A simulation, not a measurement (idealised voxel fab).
Process module name: voxel wiring stack
We display cut, a cross-section 235 nm in width whose square cells are each 5 nm.
Square cells in a grid make up a cross-section in this document, and the grid is given as bands, listed from the top down, each one or more rows of cells.
What a band's entry tells you: where the top is and where the bottom is, as heights in nm, and after that what lies inside, material by material from left to right, each with its width in nm. Empty space is written as the word "blank", and a single material marked with the word "full width" occupies the band from edge to edge.
A quick word on heights: they are counted from 0, and under that level the wafer as it came to us is one material throughout. The lowest band is different from the rest in having no bottom; it simply continues downward, written as in "0..down".
When a width is written as two numbers, as in "30..40", the first number is the width in the top row of cells of the band and the second is the width in its bottom row, and the width changes by the same amount from each row to the next.
"nothing got changed" for a step: no cell of the cross-section changed in that step.
For the entry "Sealed internal voids", the listed items are empty spaces with no open way to the top whose size is 8 cells or more; each item follows the pattern width x height at distance, where distance is from the left edge and all three are in nm.
That trailing text on a step's line, after the settings, is the simulator's own remark on the step.
overlay nm: right-of-plan distance of the mask on a masked step; negative values mean left-of-plan.
Below you will find pairs of cross-sections. In each, one shows the wafer before one process step and the other after it, with the after view ending at the lowest band that changed. Under each pair is the step separating them, along with its settings. Do not assume the pairs form a chain: they can come from different runs of this module on the same starting wafer, and a pair continues from the pair above it only when its "Prior to processing" entry says so.

### Prior to processing
145..135  80 of SiO2  5 of TiN  15 of Cu  5 of TiN  20 of SiO2  5 of TiN  15 of Cu  5 of TiN  85 of SiO2
135..130  80 of SiO2  5 of TiN  5 of Cu  15 of TiN  20 of SiO2  5 of TiN  5 of Cu  15 of TiN  85 of SiO2
130..120  80 of SiO2  5 of TiN  5 of Cu  5 of TiN  30 of SiO2  5 of TiN  5 of Cu  5 of TiN  95 of SiO2
120..115  80 of SiCN  15 of TiN  30 of SiCN  15 of TiN  95 of SiCN
115..100  75 of lowk  5 of SiN  25 of Ru  5 of SiN  10 of lowk  5 of SiN  25 of Ru  5 of SiN  80 of lowk
100..95  80 of SiN  25 of TiN  20 of SiN  25 of TiN  85 of SiN
95..85  80 of lowk  15 of Ru  30 of lowk  15 of Ru  95 of lowk
85..80  80 of SiCN  15 of Ru  30 of SiCN  15 of Ru  95 of SiCN
80..65  80 of SiO2  5 of TiN  15 of Cu  5 of TiN  20 of SiO2  5 of TiN  15 of Cu  5 of TiN  85 of SiO2
65..60  65 of SiO2  15 of SiN  25 of TiN  5 of SiN  15 of SiO2  5 of TiN  15 of Cu  5 of TiN  85 of SiO2
60..55  65 of SiO2  5 of SiN  35 of Ru  5 of SiN  15 of SiO2  5 of TiN  15 of Cu  5 of TiN  85 of SiO2
55..50  70 of SiN  35 of Ru  20 of SiN  25 of TiN  85 of SiN
50..35  80 of lowk  15 of Ru  140 of lowk
35..30  80 of SiCN  15 of Ru  140 of SiCN
30..15  75 of SiO2  5 of SiCN  25 of W  5 of SiCN  10 of SiO2  5 of SiCN  25 of W  5 of SiCN  80 of SiO2
15..10  80 of SiCN  25 of TiN  20 of SiCN  25 of TiN  85 of SiCN
10..0  SiO2 full width
0..down  Si full width
Sealed internal voids: none

### Cut View, Post-Step
150..145  SiN full width
Below a height of 145, the structure has not been altered.
Sealed internal voids: none
Looking at the two cross-sections above, the step in the middle is CONFORMAL_DEP, material SiN, thk nm 5

### Prior to processing
95..85  80 of lowk  15 of Ru  30 of lowk  15 of Ru  95 of lowk
85..80  80 of SiCN  15 of Ru  30 of SiCN  15 of Ru  95 of SiCN
80..55  80 of SiO2  5 of TiN  15 of Cu  5 of TiN  20 of SiO2  5 of TiN  15 of Cu  5 of TiN  85 of SiO2
55..50  80 of SiN  25 of TiN  20 of SiN  25 of TiN  85 of SiN
50..35  80 of lowk  15 of Ru  140 of lowk
35..30  80 of SiCN  15 of Ru  140 of SiCN
30..15  75 of SiO2  5 of SiCN  25 of W  5 of SiCN  10 of SiO2  5 of SiCN  25 of W  5 of SiCN  80 of SiO2
15..10  80 of SiCN  25 of TiN  20 of SiCN  25 of TiN  85 of SiCN
10..0  SiO2 full width
0..down  Si full width
Sealed internal voids: none

### Cut View, Post-Step
110..95  Ru full width
Below a height of 95, the structure has not been altered.
Sealed internal voids: none
Looking at the two cross-sections above, the step in the middle is DIRECTIONAL_DEP, material Ru, thk nm 15

Prior to processing: after-state, pair directly above.

### Cut View, Post-Step
115..110  TiN full width
Below a height of 110, the structure has not been altered.
Sealed internal voids: none
Looking at the two cross-sections above, the step in the middle is DIRECTIONAL_DEP, material TiN, thk nm 5

Prior to processing: after-state, pair directly above.

### Cut View, Post-Step
125..115  aC full width
Below a height of 115, the structure has not been altered.
Sealed internal voids: none
Looking at the two cross-sections above, the step in the middle is DIRECTIONAL_DEP, material aC, thk nm 10

Prior to processing: after-state, pair directly above.

### Cut View, Post-Step
150..125  80 of blank  25 of resist  20 of blank  25 of resist  85 of blank
Below a height of 125, the structure has not been altered.
Sealed internal voids: none
Looking at the two cross-sections above, the step in the middle is PATTERN, tone cover, mask id METAL_3, material resist, width nm 25, pitch nm 45, thk nm 25, overlay nm 0

Prior to processing: after-state, pair directly above.

### Cut View, Post-Step
140..125  80 of blank  25 of resist  20 of blank  25 of resist  85 of blank
125..115  80 of blank  25 of aC  20 of blank  25 of aC  85 of blank
Below a height of 115, the structure has not been altered.
Sealed internal voids: none
Looking at the two cross-sections above, the step in the middle is DIRECTIONAL_ETCH, etch materials aC, depth nm 10

Prior to processing: after-state, pair directly above.

### Cut View, Post-Step
125..115  80 of blank  25 of aC  20 of blank  25 of aC  85 of blank
Below a height of 115, the structure has not been altered.
Sealed internal voids: none
Looking at the two cross-sections above, the step in the middle is STRIP, etch materials resist

Prior to processing: after-state, pair directly above.

### Cut View, Post-Step
125..115  80 of blank  25 of aC  20 of blank  25 of aC  85 of blank
115..110  80 of blank  25 of TiN  20 of blank  25 of TiN  85 of blank
Below a height of 110, the structure has not been altered.
Sealed internal voids: none
Looking at the two cross-sections above, the step in the middle is DIRECTIONAL_ETCH, etch materials TiN, depth nm 5

Prior to processing: after-state, pair directly above.

### Cut View, Post-Step
115..110  80 of blank  25 of TiN  20 of blank  25 of TiN  85 of blank
Below a height of 110, the structure has not been altered.
Sealed internal voids: none
Looking at the two cross-sections above, the step in the middle is STRIP, etch materials aC

Prior to processing: after-state, pair directly above.

### Cut View, Post-Step
120..115  75 of blank  35 of SiN  10 of blank  35 of SiN  80 of blank
115..110  80 of SiN  25 of TiN  20 of SiN  25 of TiN  85 of SiN
Below a height of 110, the structure has not been altered.
Sealed internal voids: none
Looking at the two cross-sections above, the step in the middle is CONFORMAL_DEP, material SiN, thk nm 5

Prior to processing: after-state, pair directly above.

### Cut View, Post-Step
130..120  lowk full width
120..115  75 of lowk  35 of SiN  10 of lowk  35 of SiN  80 of lowk
Below a height of 115, the structure has not been altered.
Sealed internal voids: none
Looking at the two cross-sections above, the step in the middle is FILL_DEP, material lowk, thk nm 10

Prior to processing: after-state, pair directly above.

### Cut View, Post-Step
115..110  80 of SiN  25 of TiN  20 of SiN  25 of TiN  85 of SiN
Below a height of 110, the structure has not been altered.
Sealed internal voids: none
Looking at the two cross-sections above, the step in the middle is CMP, height nm 115

Prior to processing: after-state, pair directly above.

### Cut View, Post-Step
120..115  SiCN full width
Below a height of 115, the structure has not been altered.
Sealed internal voids: none
Looking at the two cross-sections above, the step in the middle is CONFORMAL_DEP, material SiCN, thk nm 5

Prior to processing: after-state, pair directly above.

### Cut View, Post-Step
145..120  SiO2 full width
Below a height of 120, the structure has not been altered.
Sealed internal voids: none
Looking at the two cross-sections above, the step in the middle is DIRECTIONAL_DEP, material SiO2, thk nm 25

Prior to processing: after-state, pair directly above.

### Cut View, Post-Step
155..145  aC full width
Below a height of 145, the structure has not been altered.
Sealed internal voids: none
Looking at the two cross-sections above, the step in the middle is DIRECTIONAL_DEP, material aC, thk nm 10

Prior to processing: after-state, pair directly above.

### Cut View, Post-Step
180..155  80 of resist  15 of blank  30 of resist  15 of blank  95 of resist
Below a height of 155, the structure has not been altered.
Sealed internal voids: none
Looking at the two cross-sections above, the step in the middle is PATTERN, tone open, mask id METAL_4_HOLES, material resist, width nm 15, pitch nm 45, thk nm 25, overlay nm 0

Prior to processing: after-state, pair directly above.

### Cut View, Post-Step
170..155  80 of resist  15 of blank  30 of resist  15 of blank  95 of resist
155..145  80 of aC  15 of blank  30 of aC  15 of blank  95 of aC
Below a height of 145, the structure has not been altered.
Sealed internal voids: none
Looking at the two cross-sections above, the step in the middle is DIRECTIONAL_ETCH, etch materials aC, depth nm 10

Prior to processing: after-state, pair directly above.

### Cut View, Post-Step
155..145  80 of aC  15 of blank  30 of aC  15 of blank  95 of aC
Below a height of 145, the structure has not been altered.
Sealed internal voids: none
Looking at the two cross-sections above, the step in the middle is STRIP, etch materials resist

Prior to processing: after-state, pair directly above.

### Cut View, Post-Step
155..145  80 of aC  15 of blank  30 of aC  15 of blank  95 of aC
145..120  80 of SiO2  15 of blank  30 of SiO2  15 of blank  95 of SiO2
Below a height of 120, the structure has not been altered.
Sealed internal voids: none
Looking at the two cross-sections above, the step in the middle is DIRECTIONAL_ETCH, etch materials SiO2, depth nm 25

Prior to processing: after-state, pair directly above.

### Cut View, Post-Step
145..120  80 of SiO2  15 of blank  30 of SiO2  15 of blank  95 of SiO2
Below a height of 120, the structure has not been altered.
Sealed internal voids: none
Looking at the two cross-sections above, the step in the middle is STRIP, etch materials aC

Prior to processing: after-state, pair directly above.

### Cut View, Post-Step
145..130  80 of SiO2  25 of blank  20 of SiO2  25 of blank  85 of SiO2
Below a height of 130, the structure has not been altered.
Sealed internal voids: none
Looking at the two cross-sections above, the step in the middle is MASKED_ETCH, tone open, mask id METAL_4, width nm 25, pitch nm 45, etch materials SiO2, depth nm 15, overlay nm 0

Prior to processing: after-state, pair directly above.

### Cut View, Post-Step
145..130  80 of SiO2  25 of blank  20 of SiO2  25 of blank  85 of SiO2
130..120  80 of SiO2  15 of blank  30 of SiO2  15 of blank  95 of SiO2
120..115  80 of SiCN  15 of blank  30 of SiCN  15 of blank  95 of SiCN
Below a height of 115, the structure has not been altered.
Sealed internal voids: none
Looking at the two cross-sections above, the step in the middle is MASKED_ETCH, tone open, mask id METAL_4, width nm 25, pitch nm 45, etch materials SiCN, depth nm 5, overlay nm 0

Prior to processing: after-state, pair directly above.

### Cut View, Post-Step
150..145  85 of TiN  15 of blank  30 of TiN  15 of blank  90 of TiN
145..135  80 of SiO2  5 of TiN  15 of blank  5 of TiN  20 of SiO2  5 of TiN  15 of blank  5 of TiN  85 of SiO2
135..130  80 of SiO2  5 of TiN  5 of blank  15 of TiN  20 of SiO2  5 of TiN  5 of blank  15 of TiN  85 of SiO2
130..120  80 of SiO2  5 of TiN  5 of blank  5 of TiN  30 of SiO2  5 of TiN  5 of blank  5 of TiN  95 of SiO2
120..115  80 of SiCN  15 of TiN  30 of SiCN  15 of TiN  95 of SiCN
Below a height of 115, the structure has not been altered.
Sealed internal voids: none
Looking at the two cross-sections above, the step in the middle is CONFORMAL_DEP, material TiN, thk nm 5

Prior to processing: after-state, pair directly above.

### Cut View, Post-Step
155..150  Cu full width
150..145  85 of TiN  15 of Cu  30 of TiN  15 of Cu  90 of TiN
145..135  80 of SiO2  5 of TiN  15 of Cu  5 of TiN  20 of SiO2  5 of TiN  15 of Cu  5 of TiN  85 of SiO2
135..130  80 of SiO2  5 of TiN  5 of Cu  15 of TiN  20 of SiO2  5 of TiN  5 of Cu  15 of TiN  85 of SiO2
130..120  80 of SiO2  5 of TiN  5 of Cu  5 of TiN  30 of SiO2  5 of TiN  5 of Cu  5 of TiN  95 of SiO2
Below a height of 120, the structure has not been altered.
Sealed internal voids: none
Looking at the two cross-sections above, the step in the middle is FILL_DEP, material Cu, thk nm 5

Prior to processing: after-state, pair directly above.

### Cut View, Post-Step
145..135  80 of SiO2  5 of TiN  15 of Cu  5 of TiN  20 of SiO2  5 of TiN  15 of Cu  5 of TiN  85 of SiO2
Below a height of 135, the structure has not been altered.
Sealed internal voids: none
Looking at the two cross-sections above, the step in the middle is CMP, height nm 145

Prior to processing: after-state, pair directly above.

### Cut View, Post-Step
150..145  SiN full width
Below a height of 145, the structure has not been altered.
Sealed internal voids: none
Looking at the two cross-sections above, the step in the middle is CONFORMAL_DEP, material SiN, thk nm 5

### Prior to processing
115..95  80 of resist  15 of blank  30 of resist  15 of blank  95 of resist
95..85  lowk full width
85..80  SiCN full width
80..55  80 of SiO2  5 of TiN  15 of Cu  5 of TiN  20 of SiO2  5 of TiN  15 of Cu  5 of TiN  85 of SiO2
55..50  80 of SiN  25 of TiN  20 of SiN  25 of TiN  85 of SiN
50..35  80 of lowk  15 of Ru  140 of lowk
35..30  80 of SiCN  15 of Ru  140 of SiCN
30..15  75 of SiO2  5 of SiCN  25 of W  5 of SiCN  10 of SiO2  5 of SiCN  25 of W  5 of SiCN  80 of SiO2
15..10  80 of SiCN  25 of TiN  20 of SiCN  25 of TiN  85 of SiCN
10..0  SiO2 full width
0..down  Si full width
Sealed internal voids: none

### Cut View, Post-Step
115..95  80 of resist  15 of blank  30 of resist  15 of blank  95 of resist
95..90  80 of lowk  15 of blank  30 of lowk  15 of blank  95 of lowk
Below a height of 90, the structure has not been altered.
Sealed internal voids: none
Looking at the two cross-sections above, the step in the middle is DIRECTIONAL_ETCH, etch materials lowk, depth nm 5

Prior to processing: after-state, pair directly above.

### Cut View, Post-Step
95..90  80 of lowk  15 of blank  30 of lowk  15 of blank  95 of lowk
Below a height of 90, the structure has not been altered.
Sealed internal voids: none
Looking at the two cross-sections above, the step in the middle is STRIP, etch materials resist

Prior to processing: after-state, pair directly above.

### Cut View, Post-Step
100..95  80 of TiN  15 of blank  30 of TiN  15 of blank  95 of TiN
95..90  80 of lowk  15 of TiN  30 of lowk  15 of TiN  95 of lowk
Below a height of 90, the structure has not been altered.
Sealed internal voids: none
Looking at the two cross-sections above, the step in the middle is DIRECTIONAL_DEP, material TiN, thk nm 5

Prior to processing: after-state, pair directly above.

### Cut View, Post-Step
115..110  80 of Ru  15 of blank  30 of Ru  15 of blank  95 of Ru
110..100  Ru full width
100..95  80 of TiN  15 of Ru  30 of TiN  15 of Ru  95 of TiN
Below a height of 95, the structure has not been altered.
Sealed internal voids: none
Looking at the two cross-sections above, the step in the middle is DIRECTIONAL_DEP, material Ru, thk nm 15

Prior to processing: after-state, pair directly above.

### Cut View, Post-Step
125..120  80 of aC  15 of blank  30 of aC  15 of blank  95 of aC
120..115  aC full width
115..110  80 of Ru  15 of aC  30 of Ru  15 of aC  95 of Ru
Below a height of 110, the structure has not been altered.
Sealed internal voids: none
Looking at the two cross-sections above, the step in the middle is DIRECTIONAL_DEP, material aC, thk nm 10

Prior to processing: after-state, pair directly above.

### Cut View, Post-Step
150..125  80 of blank  25 of resist  20 of blank  25 of resist  85 of blank
125..120  80 of aC  15 of resist  30 of aC  15 of resist  95 of aC
Below a height of 120, the structure has not been altered.
Sealed internal voids: none
Looking at the two cross-sections above, the step in the middle is PATTERN, tone cover, mask id METAL_3, material resist, width nm 25, pitch nm 45, thk nm 25, overlay nm 0

Prior to processing: after-state, pair directly above.

### Cut View, Post-Step
140..125  80 of blank  25 of resist  20 of blank  25 of resist  85 of blank
125..120  80 of blank  15 of resist  10 of aC  20 of blank  15 of resist  10 of aC  85 of blank
120..115  80 of blank  25 of aC  20 of blank  25 of aC  85 of blank
Below a height of 115, the structure has not been altered.
Sealed internal voids: none
Looking at the two cross-sections above, the step in the middle is DIRECTIONAL_ETCH, etch materials aC, depth nm 10

Prior to processing: after-state, pair directly above.

### Cut View, Post-Step
125..115  95..80 of blank  10..25 of aC  35..20 of blank  10..25 of aC  85 of blank
Below a height of 115, the structure has not been altered.
Sealed internal voids: none
Looking at the two cross-sections above, the step in the middle is STRIP, etch materials resist

Prior to processing: after-state, pair directly above.

### Cut View, Post-Step
125..115  95..80 of blank  10..25 of aC  35..20 of blank  10..25 of aC  85 of blank
115..110  80 of blank  15 of aC  10 of Ru  20 of blank  15 of aC  10 of Ru  85 of blank
110..100  80 of blank  25 of Ru  20 of blank  25 of Ru  85 of blank
Below a height of 100, the structure has not been altered.
Sealed internal voids: none
Looking at the two cross-sections above, the step in the middle is DIRECTIONAL_ETCH, etch materials Ru, depth nm 15

Prior to processing: after-state, pair directly above.

### Cut View, Post-Step
125..115  95..80 of blank  10..25 of aC  35..20 of blank  10..25 of aC  85 of blank
115..110  80 of blank  15 of aC  10 of Ru  20 of blank  15 of aC  10 of Ru  85 of blank
110..100  80 of blank  25 of Ru  20 of blank  25 of Ru  85 of blank
100..95  80 of blank  15 of Ru  10 of TiN  20 of blank  15 of Ru  10 of TiN  85 of blank
Below a height of 95, the structure has not been altered.
Sealed internal voids: none
Looking at the two cross-sections above, the step in the middle is DIRECTIONAL_ETCH, etch materials TiN, depth nm 5

Prior to processing: after-state, pair directly above.

### Cut View, Post-Step
115..110  95 of blank  10 of Ru  35 of blank  10 of Ru  85 of blank
Below a height of 110, the structure has not been altered.
Sealed internal voids: none
Looking at the two cross-sections above, the step in the middle is STRIP, etch materials aC

Prior to processing: after-state, pair directly above.

### Cut View, Post-Step
120..115  90 of blank  20 of SiN  25 of blank  20 of SiN  80 of blank
115..110  75 of blank  20 of SiN  10 of Ru  5 of SiN  10 of blank  20 of SiN  10 of Ru  5 of SiN  80 of blank
110..100  75 of blank  5 of SiN  25 of Ru  5 of SiN  10 of blank  5 of SiN  25 of Ru  5 of SiN  80 of blank
100..95  80 of SiN  15 of Ru  10 of TiN  20 of SiN  15 of Ru  10 of TiN  85 of SiN
Below a height of 95, the structure has not been altered.
Sealed internal voids: none
Looking at the two cross-sections above, the step in the middle is CONFORMAL_DEP, material SiN, thk nm 5

Prior to processing: after-state, pair directly above.

### Cut View, Post-Step
130..120  lowk full width
120..115  90 of lowk  20 of SiN  25 of lowk  20 of SiN  80 of lowk
115..110  75 of lowk  20 of SiN  10 of Ru  5 of SiN  10 of lowk  20 of SiN  10 of Ru  5 of SiN  80 of lowk
110..100  75 of lowk  5 of SiN  25 of Ru  5 of SiN  10 of lowk  5 of SiN  25 of Ru  5 of SiN  80 of lowk
Below a height of 100, the structure has not been altered.
Sealed internal voids: none
Looking at the two cross-sections above, the step in the middle is FILL_DEP, material lowk, thk nm 10

Prior to processing: after-state, pair directly above.

### Cut View, Post-Step
115..110  75 of lowk  20 of SiN  10 of Ru  5 of SiN  10 of lowk  20 of SiN  10 of Ru  5 of SiN  80 of lowk
Below a height of 110, the structure has not been altered.
Sealed internal voids: none
Looking at the two cross-sections above, the step in the middle is CMP, height nm 115

Prior to processing: after-state, pair directly above.

### Cut View, Post-Step
120..115  SiCN full width
Below a height of 115, the structure has not been altered.
Sealed internal voids: none
Looking at the two cross-sections above, the step in the middle is CONFORMAL_DEP, material SiCN, thk nm 5

Prior to processing: after-state, pair directly above.

### Cut View, Post-Step
145..120  SiO2 full width
Below a height of 120, the structure has not been altered.
Sealed internal voids: none
Looking at the two cross-sections above, the step in the middle is DIRECTIONAL_DEP, material SiO2, thk nm 25

Prior to processing: after-state, pair directly above.

### Cut View, Post-Step
155..145  aC full width
Below a height of 145, the structure has not been altered.
Sealed internal voids: none
Looking at the two cross-sections above, the step in the middle is DIRECTIONAL_DEP, material aC, thk nm 10

Prior to processing: after-state, pair directly above.

### Cut View, Post-Step
180..155  80 of resist  15 of blank  30 of resist  15 of blank  95 of resist
Below a height of 155, the structure has not been altered.
Sealed internal voids: none
Looking at the two cross-sections above, the step in the middle is PATTERN, tone open, mask id METAL_4_HOLES, material resist, width nm 15, pitch nm 45, thk nm 25, overlay nm 0

Prior to processing: after-state, pair directly above.

### Cut View, Post-Step
170..155  80 of resist  15 of blank  30 of resist  15 of blank  95 of resist
155..145  80 of aC  15 of blank  30 of aC  15 of blank  95 of aC
Below a height of 145, the structure has not been altered.
Sealed internal voids: none
Looking at the two cross-sections above, the step in the middle is DIRECTIONAL_ETCH, etch materials aC, depth nm 10

Prior to processing: after-state, pair directly above.

### Cut View, Post-Step
155..145  80 of aC  15 of blank  30 of aC  15 of blank  95 of aC
Below a height of 145, the structure has not been altered.
Sealed internal voids: none
Looking at the two cross-sections above, the step in the middle is STRIP, etch materials resist

Prior to processing: after-state, pair directly above.

### Cut View, Post-Step
155..145  80 of aC  15 of blank  30 of aC  15 of blank  95 of aC
145..120  80 of SiO2  15 of blank  30 of SiO2  15 of blank  95 of SiO2
Below a height of 120, the structure has not been altered.
Sealed internal voids: none
Looking at the two cross-sections above, the step in the middle is DIRECTIONAL_ETCH, etch materials SiO2, depth nm 25

Prior to processing: after-state, pair directly above.

### Cut View, Post-Step
145..120  80 of SiO2  15 of blank  30 of SiO2  15 of blank  95 of SiO2
Below a height of 120, the structure has not been altered.
Sealed internal voids: none
Looking at the two cross-sections above, the step in the middle is STRIP, etch materials aC

Prior to processing: after-state, pair directly above.

### Cut View, Post-Step
145..130  80 of SiO2  25 of blank  20 of SiO2  25 of blank  85 of SiO2
Below a height of 130, the structure has not been altered.
Sealed internal voids: none
Looking at the two cross-sections above, the step in the middle is MASKED_ETCH, tone open, mask id METAL_4, width nm 25, pitch nm 45, etch materials SiO2, depth nm 15, overlay nm 0

Prior to processing: after-state, pair directly above.

### Cut View, Post-Step
145..130  80 of SiO2  25 of blank  20 of SiO2  25 of blank  85 of SiO2
130..120  80 of SiO2  15 of blank  30 of SiO2  15 of blank  95 of SiO2
120..115  80 of SiCN  15 of blank  30 of SiCN  15 of blank  95 of SiCN
Below a height of 115, the structure has not been altered.
Sealed internal voids: none
Looking at the two cross-sections above, the step in the middle is MASKED_ETCH, tone open, mask id METAL_4, width nm 25, pitch nm 45, etch materials SiCN, depth nm 5, overlay nm 0

Prior to processing: after-state, pair directly above.

### Cut View, Post-Step
150..145  85 of TiN  15 of blank  30 of TiN  15 of blank  90 of TiN
145..135  80 of SiO2  5 of TiN  15 of blank  5 of TiN  20 of SiO2  5 of TiN  15 of blank  5 of TiN  85 of SiO2
135..130  80 of SiO2  5 of TiN  5 of blank  15 of TiN  20 of SiO2  5 of TiN  5 of blank  15 of TiN  85 of SiO2
130..120  80 of SiO2  5 of TiN  5 of blank  5 of TiN  30 of SiO2  5 of TiN  5 of blank  5 of TiN  95 of SiO2
120..115  80 of SiCN  15 of TiN  30 of SiCN  15 of TiN  95 of SiCN
Below a height of 115, the structure has not been altered.
Sealed internal voids: none
Looking at the two cross-sections above, the step in the middle is CONFORMAL_DEP, material TiN, thk nm 5

Prior to processing: after-state, pair directly above.

### Cut View, Post-Step
155..150  Cu full width
150..145  85 of TiN  15 of Cu  30 of TiN  15 of Cu  90 of TiN
145..135  80 of SiO2  5 of TiN  15 of Cu  5 of TiN  20 of SiO2  5 of TiN  15 of Cu  5 of TiN  85 of SiO2
135..130  80 of SiO2  5 of TiN  5 of Cu  15 of TiN  20 of SiO2  5 of TiN  5 of Cu  15 of TiN  85 of SiO2
130..120  80 of SiO2  5 of TiN  5 of Cu  5 of TiN  30 of SiO2  5 of TiN  5 of Cu  5 of TiN  95 of SiO2
Below a height of 120, the structure has not been altered.
Sealed internal voids: none
Looking at the two cross-sections above, the step in the middle is FILL_DEP, material Cu, thk nm 5

Prior to processing: after-state, pair directly above.

### Cut View, Post-Step
145..135  80 of SiO2  5 of TiN  15 of Cu  5 of TiN  20 of SiO2  5 of TiN  15 of Cu  5 of TiN  85 of SiO2
Below a height of 135, the structure has not been altered.
Sealed internal voids: none
Looking at the two cross-sections above, the step in the middle is CMP, height nm 145

Prior to processing: after-state, pair directly above.

### Cut View, Post-Step
150..145  SiN full width
Below a height of 145, the structure has not been altered.
Sealed internal voids: none
Looking at the two cross-sections above, the step in the middle is CONFORMAL_DEP, material SiN, thk nm 5

### Prior to processing
30..15  W full width
15..10  TiN full width
10..0  SiO2 full width
0..down  Si full width
Sealed internal voids: none

### Cut View, Post-Step
50..30  85 of blank  20 of resist  25 of blank  20 of resist  85 of blank
Below a height of 30, the structure has not been altered.
Sealed internal voids: none
Looking at the two cross-sections above, the step in the middle is PATTERN, tone cover, mask id METAL_1, material resist, width nm 20, pitch nm 45, thk nm 20, overlay nm 0

Prior to processing: after-state, pair directly above.

### Cut View, Post-Step
50..30  85 of blank  20 of resist  25 of blank  20 of resist  85 of blank
30..15  85 of blank  20 of W  25 of blank  20 of W  85 of blank
Below a height of 15, the structure has not been altered.
Sealed internal voids: none
Looking at the two cross-sections above, the step in the middle is DIRECTIONAL_ETCH, etch materials W, depth nm 15

Prior to processing: after-state, pair directly above.

### Cut View, Post-Step
50..30  85 of blank  20 of resist  25 of blank  20 of resist  85 of blank
30..15  85 of blank  20 of W  25 of blank  20 of W  85 of blank
15..10  85 of blank  20 of TiN  25 of blank  20 of TiN  85 of blank
Below a height of 10, the structure has not been altered.
Sealed internal voids: none
Looking at the two cross-sections above, the step in the middle is DIRECTIONAL_ETCH, etch materials TiN, depth nm 5

Prior to processing: after-state, pair directly above.

### Cut View, Post-Step
30..15  85 of blank  20 of W  25 of blank  20 of W  85 of blank
Below a height of 15, the structure has not been altered.
Sealed internal voids: none
Looking at the two cross-sections above, the step in the middle is STRIP, etch materials resist

Prior to processing: after-state, pair directly above.

### Cut View, Post-Step
35..30  80 of blank  30 of SiCN  15 of blank  30 of SiCN  80 of blank
30..15  80 of blank  5 of SiCN  20 of W  5 of SiCN  15 of blank  5 of SiCN  20 of W  5 of SiCN  80 of blank
15..10  85 of SiCN  20 of TiN  25 of SiCN  20 of TiN  85 of SiCN
Below a height of 10, the structure has not been altered.
Sealed internal voids: none
Looking at the two cross-sections above, the step in the middle is CONFORMAL_DEP, material SiCN, thk nm 5

Prior to processing: after-state, pair directly above.

### Cut View, Post-Step
40..35  SiO2 full width
35..30  80 of SiO2  30 of SiCN  15 of SiO2  30 of SiCN  80 of SiO2
30..15  80 of SiO2  5 of SiCN  20 of W  5 of SiCN  15 of SiO2  5 of SiCN  20 of W  5 of SiCN  80 of SiO2
Below a height of 15, the structure has not been altered.
Sealed internal voids: none
Looking at the two cross-sections above, the step in the middle is FILL_DEP, material SiO2, thk nm 5

Prior to processing: after-state, pair directly above.

### Cut View, Post-Step
30..15  80 of SiO2  5 of SiCN  20 of W  5 of SiCN  15 of SiO2  5 of SiCN  20 of W  5 of SiCN  80 of SiO2
Below a height of 15, the structure has not been altered.
Sealed internal voids: none
Looking at the two cross-sections above, the step in the middle is CMP, height nm 30

Prior to processing: after-state, pair directly above.

### Cut View, Post-Step
35..30  SiCN full width
Below a height of 30, the structure has not been altered.
Sealed internal voids: none
Looking at the two cross-sections above, the step in the middle is CONFORMAL_DEP, material SiCN, thk nm 5

Prior to processing: after-state, pair directly above.

### Cut View, Post-Step
50..35  lowk full width
Below a height of 35, the structure has not been altered.
Sealed internal voids: none
Looking at the two cross-sections above, the step in the middle is DIRECTIONAL_DEP, material lowk, thk nm 15

Prior to processing: after-state, pair directly above.

### Cut View, Post-Step
70..50  80 of resist  15 of blank  140 of resist
Below a height of 50, the structure has not been altered.
Sealed internal voids: none
Looking at the two cross-sections above, the step in the middle is PATTERN, tone open, mask id PLUG_1, material resist, width nm 15, thk nm 20, overlay nm 0

Prior to processing: after-state, pair directly above.

### Cut View, Post-Step
70..50  80 of resist  15 of blank  140 of resist
50..35  80 of lowk  15 of blank  140 of lowk
Below a height of 35, the structure has not been altered.
Sealed internal voids: none
Looking at the two cross-sections above, the step in the middle is DIRECTIONAL_ETCH, etch materials lowk, depth nm 15

Prior to processing: after-state, pair directly above.

### Cut View, Post-Step
70..50  80 of resist  15 of blank  140 of resist
50..35  80 of lowk  15 of blank  140 of lowk
35..30  80 of SiCN  15 of blank  140 of SiCN
Below a height of 30, the structure has not been altered.
Sealed internal voids: none
Looking at the two cross-sections above, the step in the middle is DIRECTIONAL_ETCH, etch materials SiCN, depth nm 5

Prior to processing: after-state, pair directly above.

### Cut View, Post-Step
50..35  80 of lowk  15 of blank  140 of lowk
Below a height of 35, the structure has not been altered.
Sealed internal voids: none
Looking at the two cross-sections above, the step in the middle is STRIP, etch materials resist

Prior to processing: after-state, pair directly above.

### Cut View, Post-Step
50..40  80 of lowk  15 of blank  140 of lowk
40..35  80 of lowk  15 of Ru  140 of lowk
35..30  80 of SiCN  15 of Ru  140 of SiCN
Below a height of 30, the structure has not been altered.
Sealed internal voids: none
Looking at the two cross-sections above, the step in the middle is EPI, material Ru, thk nm 10

Prior to processing: after-state, pair directly above.

### Cut View, Post-Step
50..35  80 of lowk  15 of Ru  140 of lowk
Below a height of 35, the structure has not been altered.
Sealed internal voids: none
Looking at the two cross-sections above, the step in the middle is EPI, material Ru, thk nm 10

Prior to processing: after-state, pair directly above.

### Cut View, Post-Step
55..50  SiN full width
Below a height of 50, the structure has not been altered.
Sealed internal voids: none
Looking at the two cross-sections above, the step in the middle is CONFORMAL_DEP, material SiN, thk nm 5

Prior to processing: after-state, pair directly above.

### Cut View, Post-Step
80..55  SiO2 full width
Below a height of 55, the structure has not been altered.
Sealed internal voids: none
Looking at the two cross-sections above, the step in the middle is DIRECTIONAL_DEP, material SiO2, thk nm 25

Prior to processing: after-state, pair directly above.

### Cut View, Post-Step
100..80  80 of resist  25 of blank  20 of resist  25 of blank  85 of resist
Below a height of 80, the structure has not been altered.
Sealed internal voids: none
Looking at the two cross-sections above, the step in the middle is PATTERN, tone open, mask id METAL_2, material resist, width nm 25, pitch nm 45, thk nm 20, overlay nm 0

Prior to processing: after-state, pair directly above.

### Cut View, Post-Step
100..80  80 of resist  25 of blank  20 of resist  25 of blank  85 of resist
80..55  80 of SiO2  25 of blank  20 of SiO2  25 of blank  85 of SiO2
Below a height of 55, the structure has not been altered.
Sealed internal voids: none
Looking at the two cross-sections above, the step in the middle is DIRECTIONAL_ETCH, etch materials SiO2, depth nm 25

Prior to processing: after-state, pair directly above.

### Cut View, Post-Step
100..80  80 of resist  25 of blank  20 of resist  25 of blank  85 of resist
80..55  80 of SiO2  25 of blank  20 of SiO2  25 of blank  85 of SiO2
55..50  80 of SiN  25 of blank  20 of SiN  25 of blank  85 of SiN
Below a height of 50, the structure has not been altered.
Sealed internal voids: none
Looking at the two cross-sections above, the step in the middle is DIRECTIONAL_ETCH, etch materials SiN, depth nm 5
